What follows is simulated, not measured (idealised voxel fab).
This section sets out a process module, namely voxel fin reveal.
Each square cell in cross-section cut measures 5 nm, and the section as a whole is 260 nm wide.
Cross-section format: a grid of square cells, given as bands from top to bottom; each band is one or more rows of cells.
Band: top and bottom heights (nm) first, top before bottom; then materials from left to right, widths in nm. "throughout" marks a sole material filling the band edge to edge. "empty" denotes empty space.
Height datum 0, below which the as-received substrate wafer is one material. Lowest band open at the bottom, running downward: "0 down".
Width: "30 to 40" (first number = top row, second number = bottom row, same change from row to row of cells).
Step note "identical to before" = no cross-section cell changed.
"Cavities, sealed": sealed empty spaces, 8 cells or more, no open way to top, listed width x height at distance, with distance from the left edge and width, height and distance in nm.
That trailing text on a step's line, after the settings, is the simulator's own remark on the step.
"overlay nm" answers the question of how far to the right of plan the mask lay on a step that has a mask, and when it is negative the answer is to the left.
### So here's the lineup of process steps we planned
step 1: RECEIVE: material Si
step 2: CONFORMAL_DEP: material SiN, thk nm 10
step 3: PATTERN: tone cover, mask id FINS, material resist, width nm 15, pitch nm 35, thk nm 20, overlay nm -15
step 4: DIRECTIONAL_ETCH: etch materials SiN, depth nm 10
step 5: DIRECTIONAL_ETCH: etch materials Si, depth nm 30
step 6: STRIP: etch materials resist
step 7: OXIDIZE: depth nm 5
step 8: FILL_DEP: material SiO2, thk nm 10
step 9: CMP: height nm 10
step 10: SELECTIVE_ETCH: etch materials SiO2, depth nm 25
step 11: STRIP: etch materials SiN
Variable across wafers: step 3 overlay nm (plan value is that of the first wafer; starting state common to all).
### Cross-section, first of several wafers, as delivered after step 1
> 0 down  Si throughout
> Cavities, sealed: none
### Note: the following table is arranged by wafer, a row apiece. Each row reports the end-of-module state: per material, cells gained (+) or cells lost (-) compared with the wafer as received; closed voids follow
overlay nm -15, -336 Si, +192 SiO2, Cavities, sealed: none
overlay nm -10, -336 Si, +192 SiO2, Cavities, sealed: none
overlay nm -5, -336 Si, +192 SiO2, Cavities, sealed: none
overlay nm 0, -336 Si, +192 SiO2, Cavities, sealed: none
overlay nm 5, -336 Si, +192 SiO2, Cavities, sealed: none
overlay nm 10, -336 Si, +192 SiO2, Cavities, sealed: none
overlay nm 15, -336 Si, +192 SiO2, Cavities, sealed: none
